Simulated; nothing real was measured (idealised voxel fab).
process module | voxel gate over fins
cross-section cut | 185 nm wide | cells 5 nm
A cross-section is a grid of square cells, given in bands from the top down. A band is one or more rows of cells.
Each band's line starts with the height of the band's top and of its bottom, in nm. Then come its materials from left to right, each with its width in nm. One material with "throughout" fills the band from edge to edge. "air" is empty space.
Height 0 is the level under which the wafer as received is all one material. The lowest band goes on downwards, as in "0 down".
A width such as "30 to 40" changes by the same amount from each row of cells to the next, from the band's top row to its bottom row.
"no change" after a step means that no cell of the cross-section changed.
closed voids: empty space of 8 cells or more with no open way to the top, each as width x height at its distance from the left edge, in nm
after a step's settings: what the simulator itself notes on the step
overlay nm, on a step with a mask: how far to the right of its planned place the mask lay; to the left if negative
Each pair below shows a cross-section before one step and the cross-section after it, down to the lowest band that changed. The line under each pair gives the step between them, with its settings. The pairs can come from different runs of this module on the same starting wafer, so a pair continues from the pair above only where its "before" says so.
before
  5 to 0: air 30 | HfO2 20 | air 15 | HfO2 20 | air 15 | HfO2 20 | air 15 | HfO2 20 | air 30
  0 to -5: air 30 | HfO2 5 | Si 10 | HfO2 5 | air 15 | HfO2 5 | Si 10 | HfO2 5 | air 15 | HfO2 5 | Si 10 | HfO2 5 | air 15 | HfO2 5 | Si 10 | HfO2 5 | air 30
  -5 to -10: HfO2 35 | Si 10 | HfO2 25 | Si 10 | HfO2 25 | Si 10 | HfO2 25 | Si 10 | HfO2 35
  -10 to -35: SiO2 35 | Si 10 | SiO2 25 | Si 10 | SiO2 25 | Si 10 | SiO2 25 | Si 10 | SiO2 35
  -35 down: Si throughout
  closed voids: none
after
  10 to 5: air 25 | TiN 30 | air 5 | TiN 30 | air 5 | TiN 30 | air 5 | TiN 30 | air 25
  5 to 0: air 25 | TiN 5 | HfO2 20 | TiN 5 | air 5 | TiN 5 | HfO2 20 | TiN 5 | air 5 | TiN 5 | HfO2 20 | TiN 5 | air 5 | TiN 5 | HfO2 20 | TiN 5 | air 25
  0 to -5: TiN 30 | HfO2 5 | Si 10 | HfO2 5 | TiN 15 | HfO2 5 | Si 10 | HfO2 5 | TiN 15 | HfO2 5 | Si 10 | HfO2 5 | TiN 15 | HfO2 5 | Si 10 | HfO2 5 | TiN 30
  below -5: unchanged
  closed voids: none
the step between: op CONFORMAL_DEP | material TiN | thk nm 5
before: the cross-section after the pair above
after
  15 to 10: air 20 | TiAl 145 | air 20
  10 to 5: air 20 | TiAl 5 | TiN 30 | TiAl 5 | TiN 30 | TiAl 5 | TiN 30 | TiAl 5 | TiN 30 | TiAl 5 | air 20
  5 to 0: TiAl 25 | TiN 5 | HfO2 20 | TiN 5 | TiAl 5 | TiN 5 | HfO2 20 | TiN 5 | TiAl 5 | TiN 5 | HfO2 20 | TiN 5 | TiAl 5 | TiN 5 | HfO2 20 | TiN 5 | TiAl 25
  below 0: unchanged
  closed voids: none
the step between: op CONFORMAL_DEP | material TiAl | thk nm 5
before: the cross-section after the pair above
after
  20 to 15: air 15 | TiN 155 | air 15
  15 to 10: air 15 | TiN 5 | TiAl 145 | TiN 5 | air 15
  10 to 5: TiN 20 | TiAl 5 | TiN 30 | TiAl 5 | TiN 30 | TiAl 5 | TiN 30 | TiAl 5 | TiN 30 | TiAl 5 | TiN 20
  below 5: unchanged
  closed voids: none
the step between: op CONFORMAL_DEP | material TiN | thk nm 5
before: the cross-section after the pair above
after
  30 to 20: W throughout
  20 to 15: W 15 | TiN 155 | W 15
  15 to 10: W 15 | TiN 5 | TiAl 145 | TiN 5 | W 15
  below 10: unchanged
  closed voids: none
the step between: op FILL_DEP | material W | thk nm 10
before: the cross-section after the pair above
after
  25 to 20: W throughout
  below 20: unchanged
  closed voids: none
the step between: op CMP | height nm 25
before: the cross-section after the pair above
after
  30 to 25: SiCN throughout
  below 25: unchanged
  closed voids: none
the step between: op CONFORMAL_DEP | material SiCN | thk nm 5
before
  20 to 5: aC throughout
  5 to 0: SiN throughout
  0 down: Si throughout
  closed voids: none
after
  50 to 20: air 25 | resist 15 | air 20 | resist 15 | air 20 | resist 15 | air 20 | resist 15 | air 40
  below 20: unchanged
  closed voids: none
the step between: op PATTERN | tone cover | mask id FINS | material resist | width nm 15 | pitch nm 35 | thk nm 30 | overlay nm -5
before: the cross-section after the pair above
after
  35 to 20: air 25 | resist 15 | air 20 | resist 15 | air 20 | resist 15 | air 20 | resist 15 | air 40
  20 to 5: air 25 | aC 15 | air 20 | aC 15 | air 20 | aC 15 | air 20 | aC 15 | air 40
  below 5: unchanged
  closed voids: none
the step between: op DIRECTIONAL_ETCH | etch materials aC | depth nm 15
before: the cross-section after the pair above
after
  20 to 5: air 25 | aC 15 | air 20 | aC 15 | air 20 | aC 15 | air 20 | aC 15 | air 40
  below 5: unchanged
  closed voids: none
the step between: op STRIP | etch materials resist
before: the cross-section after the pair above
after
  20 to 5: air 25 | aC 15 | air 20 | aC 15 | air 20 | aC 15 | air 20 | aC 15 | air 40
  5 to 0: air 25 | SiN 15 | air 20 | SiN 15 | air 20 | SiN 15 | air 20 | SiN 15 | air 40
  below 0: unchanged
  closed voids: none
the step between: op DIRECTIONAL_ETCH | etch materials SiN | depth nm 5
before: the cross-section after the pair above
after
  20 to 5: air 25 | aC 15 | air 20 | aC 15 | air 20 | aC 15 | air 20 | aC 15 | air 40
  5 to 0: air 25 | SiN 15 | air 20 | SiN 15 | air 20 | SiN 15 | air 20 | SiN 15 | air 40
  0 to -30: air 25 | Si 15 | air 20 | Si 15 | air 20 | Si 15 | air 20 | Si 15 | air 40
  below -30: unchanged
  closed voids: none
the step between: op DIRECTIONAL_ETCH | etch materials Si | depth nm 30
before: the cross-section after the pair above
after
  5 to 0: air 25 | SiN 15 | air 20 | SiN 15 | air 20 | SiN 15 | air 20 | SiN 15 | air 40
  below 0: unchanged
  closed voids: none
the step between: op STRIP | etch materials aC
before: the cross-section after the pair above
after
  5 to 0: air 25 | SiN 15 | air 20 | SiN 15 | air 20 | SiN 15 | air 20 | SiN 15 | air 40
  0 to -30: air 25 | SiO2 5 | Si 5 | SiO2 5 | air 20 | SiO2 5 | Si 5 | SiO2 5 | air 20 | SiO2 5 | Si 5 | SiO2 5 | air 20 | SiO2 5 | Si 5 | SiO2 5 | air 40
  -30 to -35: SiO2 30 | Si 5 | SiO2 30 | Si 5 | SiO2 30 | Si 5 | SiO2 30 | Si 5 | SiO2 45
  below -35: unchanged
  closed voids: none
the step between: op OXIDIZE | depth nm 5
before: the cross-section after the pair above
after
  20 to 5: SiO2 throughout
  5 to 0: SiO2 25 | SiN 15 | SiO2 20 | SiN 15 | SiO2 20 | SiN 15 | SiO2 20 | SiN 15 | SiO2 40
  0 to -35: SiO2 30 | Si 5 | SiO2 30 | Si 5 | SiO2 30 | Si 5 | SiO2 30 | Si 5 | SiO2 45
  below -35: unchanged
  closed voids: none
the step between: op FILL_DEP | material SiO2 | thk nm 15
before: the cross-section after the pair above
after
  5 to 0: SiO2 25 | SiN 15 | SiO2 20 | SiN 15 | SiO2 20 | SiN 15 | SiO2 20 | SiN 15 | SiO2 40
  below 0: unchanged
  closed voids: none
the step between: op CMP | height nm 5
before: the cross-section after the pair above
after
  5 to 0: air 25 | SiN 15 | air 20 | SiN 15 | air 20 | SiN 15 | air 20 | SiN 15 | air 40
  0 to -10: air 30 | Si 5 | air 30 | Si 5 | air 30 | Si 5 | air 30 | Si 5 | air 45
  below -10: unchanged
  closed voids: none
the step between: op SELECTIVE_ETCH | etch materials SiO2 | depth nm 15
before: the cross-section after the pair above
after
  0 to -10: air 30 | Si 5 | air 30 | Si 5 | air 30 | Si 5 | air 30 | Si 5 | air 45
  below -10: unchanged
  closed voids: none
the step between: op STRIP | etch materials SiN
before: the cross-section after the pair above
after
  5 to 0: air 25 | HfO2 15 | air 20 | HfO2 15 | air 20 | HfO2 15 | air 20 | HfO2 15 | air 40
  0 to -5: air 25 | HfO2 5 | Si 5 | HfO2 5 | air 20 | HfO2 5 | Si 5 | HfO2 5 | air 20 | HfO2 5 | Si 5 | HfO2 5 | air 20 | HfO2 5 | Si 5 | HfO2 5 | air 40
  -5 to -10: HfO2 30 | Si 5 | HfO2 30 | Si 5 | HfO2 30 | Si 5 | HfO2 30 | Si 5 | HfO2 45
  below -10: unchanged
  closed voids: none
the step between: op CONFORMAL_DEP | material HfO2 | thk nm 5
before: the cross-section after the pair above
after
  10 to 5: air 20 | TiN 25 | air 10 | TiN 25 | air 10 | TiN 25 | air 10 | TiN 25 | air 35
  5 to 0: air 20 | TiN 5 | HfO2 15 | TiN 5 | air 10 | TiN 5 | HfO2 15 | TiN 5 | air 10 | TiN 5 | HfO2 15 | TiN 5 | air 10 | TiN 5 | HfO2 15 | TiN 5 | air 35
  0 to -5: TiN 25 | HfO2 5 | Si 5 | HfO2 5 | TiN 20 | HfO2 5 | Si 5 | HfO2 5 | TiN 20 | HfO2 5 | Si 5 | HfO2 5 | TiN 20 | HfO2 5 | Si 5 | HfO2 5 | TiN 40
  below -5: unchanged
  closed voids: none
the step between: op CONFORMAL_DEP | material TiN | thk nm 5
before: the cross-section after the pair above
after
  15 to 10: air 15 | TiAl 140 | air 30
  10 to 5: air 15 | TiAl 5 | TiN 25 | TiAl 10 | TiN 25 | TiAl 10 | TiN 25 | TiAl 10 | TiN 25 | TiAl 5 | air 30
  5 to 0: TiAl 20 | TiN 5 | HfO2 15 | TiN 5 | TiAl 10 | TiN 5 | HfO2 15 | TiN 5 | TiAl 10 | TiN 5 | HfO2 15 | TiN 5 | TiAl 10 | TiN 5 | HfO2 15 | TiN 5 | TiAl 35
  below 0: unchanged
  closed voids: none
the step between: op CONFORMAL_DEP | material TiAl | thk nm 5
before: the cross-section after the pair above
after
  20 to 15: air 10 | TiN 150 | air 25
  15 to 10: air 10 | TiN 5 | TiAl 140 | TiN 5 | air 25
  10 to 5: TiN 15 | TiAl 5 | TiN 25 | TiAl 10 | TiN 25 | TiAl 10 | TiN 25 | TiAl 10 | TiN 25 | TiAl 5 | TiN 30
  below 5: unchanged
  closed voids: none
the step between: op CONFORMAL_DEP | material TiN | thk nm 5
before: the cross-section after the pair above
after
  30 to 20: W throughout
  20 to 15: W 10 | TiN 150 | W 25
  15 to 10: W 10 | TiN 5 | TiAl 140 | TiN 5 | W 25
  below 10: unchanged
  closed voids: none
the step between: op FILL_DEP | material W | thk nm 10
before: the cross-section after the pair above
after
  25 to 20: W throughout
  below 20: unchanged
  closed voids: none
the step between: op CMP | height nm 25
before: the cross-section after the pair above
after
  30 to 25: SiCN throughout
  below 25: unchanged
  closed voids: none
the step between: op CONFORMAL_DEP | material SiCN | thk nm 5
before
  5 to 0: air 30 | TiN 15 | air 20 | TiN 15 | air 20 | TiN 15 | air 20 | TiN 15 | air 35
  0 to -5: air 30 | TiN 5 | Si 5 | TiN 5 | air 20 | TiN 5 | Si 5 | TiN 5 | air 20 | TiN 5 | Si 5 | TiN 5 | air 20 | TiN 5 | Si 5 | TiN 5 | air 35
  -5 to -10: TiN 35 | Si 5 | TiN 30 | Si 5 | TiN 30 | Si 5 | TiN 30 | Si 5 | TiN 40
  -10 to -35: SiO2 35 | Si 5 | SiO2 30 | Si 5 | SiO2 30 | Si 5 | SiO2 30 | Si 5 | SiO2 40
  -35 down: Si throughout
  closed voids: none
after
  10 to 0: air 25 | TiN 25 | air 10 | TiN 25 | air 10 | TiN 25 | air 10 | TiN 25 | air 30
  0 to -10: TiN 35 | Si 5 | TiN 30 | Si 5 | TiN 30 | Si 5 | TiN 30 | Si 5 | TiN 40
  below -10: unchanged
  closed voids: none
the step between: op CONFORMAL_DEP | material TiN | thk nm 5
before: the cross-section after the pair above
after
  15 to 10: air 20 | TiAl 140 | air 25
  10 to 5: air 20 | TiAl 5 | TiN 25 | TiAl 10 | TiN 25 | TiAl 10 | TiN 25 | TiAl 10 | TiN 25 | TiAl 5 | air 25
  5 to 0: TiAl 25 | TiN 25 | TiAl 10 | TiN 25 | TiAl 10 | TiN 25 | TiAl 10 | TiN 25 | TiAl 30
  below 0: unchanged
  closed voids: none
the step between: op CONFORMAL_DEP | material TiAl | thk nm 5
before: the cross-section after the pair above
after
  20 to 15: air 15 | TiN 150 | air 20
  15 to 10: air 15 | TiN 5 | TiAl 140 | TiN 5 | air 20
  10 to 5: TiN 20 | TiAl 5 | TiN 25 | TiAl 10 | TiN 25 | TiAl 10 | TiN 25 | TiAl 10 | TiN 25 | TiAl 5 | TiN 25
  below 5: unchanged
  closed voids: none
the step between: op CONFORMAL_DEP | material TiN | thk nm 5
before: the cross-section after the pair above
after
  30 to 20: W throughout
  20 to 15: W 15 | TiN 150 | W 20
  15 to 10: W 15 | TiN 5 | TiAl 140 | TiN 5 | W 20
  below 10: unchanged
  closed voids: none
the step between: op FILL_DEP | material W | thk nm 10
before: the cross-section after the pair above
after
  25 to 20: W throughout
  below 20: unchanged
  closed voids: none
the step between: op CMP | height nm 25
before: the cross-section after the pair above
after
  30 to 25: SiCN throughout
  below 25: unchanged
  closed voids: none
the step between: op CONFORMAL_DEP | material SiCN | thk nm 5
before
  20 to 5: aC throughout
  5 to 0: SiN throughout
  0 down: Si throughout
  closed voids: none
after
  50 to 20: resist 30 | air 15 | resist 20 | air 15 | resist 20 | air 15 | resist 20 | air 15 | resist 35
  below 20: unchanged
  closed voids: none
the step between: op PATTERN | tone open | mask id FINS | material resist | width nm 15 | pitch nm 35 | thk nm 30 | overlay nm 0
before: the cross-section after the pair above
after
  35 to 20: resist 30 | air 15 | resist 20 | air 15 | resist 20 | air 15 | resist 20 | air 15 | resist 35
  20 to 5: aC 30 | air 15 | aC 20 | air 15 | aC 20 | air 15 | aC 20 | air 15 | aC 35
  below 5: unchanged
  closed voids: none
the step between: op DIRECTIONAL_ETCH | etch materials aC | depth nm 15
before: the cross-section after the pair above
after
  20 to 5: aC 30 | air 15 | aC 20 | air 15 | aC 20 | air 15 | aC 20 | air 15 | aC 35
  below 5: unchanged
  closed voids: none
the step between: op STRIP | etch materials resist
before: the cross-section after the pair above
after
  20 to 5: aC 30 | air 15 | aC 20 | air 15 | aC 20 | air 15 | aC 20 | air 15 | aC 35
  5 to 0: SiN 30 | air 15 | SiN 20 | air 15 | SiN 20 | air 15 | SiN 20 | air 15 | SiN 35
  below 0: unchanged
  closed voids: none
the step between: op DIRECTIONAL_ETCH | etch materials SiN | depth nm 5
before: the cross-section after the pair above
after
  20 to 5: aC 30 | air 15 | aC 20 | air 15 | aC 20 | air 15 | aC 20 | air 15 | aC 35
  5 to 0: SiN 30 | air 15 | SiN 20 | air 15 | SiN 20 | air 15 | SiN 20 | air 15 | SiN 35
  0 to -30: Si 30 | air 15 | Si 20 | air 15 | Si 20 | air 15 | Si 20 | air 15 | Si 35
  below -30: unchanged
  closed voids: none
the step between: op DIRECTIONAL_ETCH | etch materials Si | depth nm 30
before: the cross-section after the pair above
after
  5 to 0: SiN 30 | air 15 | SiN 20 | air 15 | SiN 20 | air 15 | SiN 20 | air 15 | SiN 35
  below 0: unchanged
  closed voids: none
the step between: op STRIP | etch materials aC
before: the cross-section after the pair above
after
  5 to 0: SiN 30 | air 15 | SiN 20 | air 15 | SiN 20 | air 15 | SiN 20 | air 15 | SiN 35
  0 to -30: Si 25 | SiO2 5 | air 15 | SiO2 5 | Si 10 | SiO2 5 | air 15 | SiO2 5 | Si 10 | SiO2 5 | air 15 | SiO2 5 | Si 10 | SiO2 5 | air 15 | SiO2 5 | Si 30
  -30 to -35: Si 25 | SiO2 25 | Si 10 | SiO2 25 | Si 10 | SiO2 25 | Si 10 | SiO2 25 | Si 30
  below -35: unchanged
  closed voids: none
the step between: op OXIDIZE | depth nm 5
before: the cross-section after the pair above
after
  20 to 5: SiO2 throughout
  5 to 0: SiN 30 | SiO2 15 | SiN 20 | SiO2 15 | SiN 20 | SiO2 15 | SiN 20 | SiO2 15 | SiN 35
  0 to -35: Si 25 | SiO2 25 | Si 10 | SiO2 25 | Si 10 | SiO2 25 | Si 10 | SiO2 25 | Si 30
  below -35: unchanged
  closed voids: none
the step between: op FILL_DEP | material SiO2 | thk nm 15
before: the cross-section after the pair above
after
  5 to 0: SiN 30 | SiO2 15 | SiN 20 | SiO2 15 | SiN 20 | SiO2 15 | SiN 20 | SiO2 15 | SiN 35
  below 0: unchanged
  closed voids: none
the step between: op CMP | height nm 5
before: the cross-section after the pair above
after
  5 to 0: SiN 30 | air 15 | SiN 20 | air 15 | SiN 20 | air 15 | SiN 20 | air 15 | SiN 35
  0 to -10: Si 25 | air 25 | Si 10 | air 25 | Si 10 | air 25 | Si 10 | air 25 | Si 30
  below -10: unchanged
  closed voids: none
the step between: op SELECTIVE_ETCH | etch materials SiO2 | depth nm 15
before: the cross-section after the pair above
after
  0 to -10: Si 25 | air 25 | Si 10 | air 25 | Si 10 | air 25 | Si 10 | air 25 | Si 30
  below -10: unchanged
  closed voids: none
the step between: op STRIP | etch materials SiN
before: the cross-section after the pair above
after
  5 to 0: HfO2 30 | air 15 | HfO2 20 | air 15 | HfO2 20 | air 15 | HfO2 20 | air 15 | HfO2 35
  0 to -5: Si 25 | HfO2 5 | air 15 | HfO2 5 | Si 10 | HfO2 5 | air 15 | HfO2 5 | Si 10 | HfO2 5 | air 15 | HfO2 5 | Si 10 | HfO2 5 | air 15 | HfO2 5 | Si 30
  -5 to -10: Si 25 | HfO2 25 | Si 10 | HfO2 25 | Si 10 | HfO2 25 | Si 10 | HfO2 25 | Si 30
  below -10: unchanged
  closed voids: none
the step between: op CONFORMAL_DEP | material HfO2 | thk nm 5
before: the cross-section after the pair above
after
  10 to 5: TiN 35 | air 5 | TiN 30 | air 5 | TiN 30 | air 5 | TiN 30 | air 5 | TiN 40
  5 to 0: HfO2 30 | TiN 5 | air 5 | TiN 5 | HfO2 20 | TiN 5 | air 5 | TiN 5 | HfO2 20 | TiN 5 | air 5 | TiN 5 | HfO2 20 | TiN 5 | air 5 | TiN 5 | HfO2 35
  0 to -5: Si 25 | HfO2 5 | TiN 15 | HfO2 5 | Si 10 | HfO2 5 | TiN 15 | HfO2 5 | Si 10 | HfO2 5 | TiN 15 | HfO2 5 | Si 10 | HfO2 5 | TiN 15 | HfO2 5 | Si 30
  below -5: unchanged
  closed voids: none
the step between: op CONFORMAL_DEP | material TiN | thk nm 5
before: the cross-section after the pair above
after
  15 to 10: TiAl throughout
  10 to 5: TiN 35 | TiAl 5 | TiN 30 | TiAl 5 | TiN 30 | TiAl 5 | TiN 30 | TiAl 5 | TiN 40
  5 to 0: HfO2 30 | TiN 5 | TiAl 5 | TiN 5 | HfO2 20 | TiN 5 | TiAl 5 | TiN 5 | HfO2 20 | TiN 5 | TiAl 5 | TiN 5 | HfO2 20 | TiN 5 | TiAl 5 | TiN 5 | HfO2 35
  below 0: unchanged
  closed voids: none
the step between: op CONFORMAL_DEP | material TiAl | thk nm 5
before: the cross-section after the pair above
after
  20 to 15: TiN throughout
  below 15: unchanged
  closed voids: none
the step between: op CONFORMAL_DEP | material TiN | thk nm 5
before: the cross-section after the pair above
after
  30 to 20: W throughout
  below 20: unchanged
  closed voids: none
the step between: op FILL_DEP | material W | thk nm 10
before: the cross-section after the pair above
after
  25 to 20: W throughout
  below 20: unchanged
  closed voids: none
the step between: op CMP | height nm 25
before: the cross-section after the pair above
after
  30 to 25: SiCN throughout
  below 25: unchanged
  closed voids: none
the step between: op CONFORMAL_DEP | material SiCN | thk nm 5
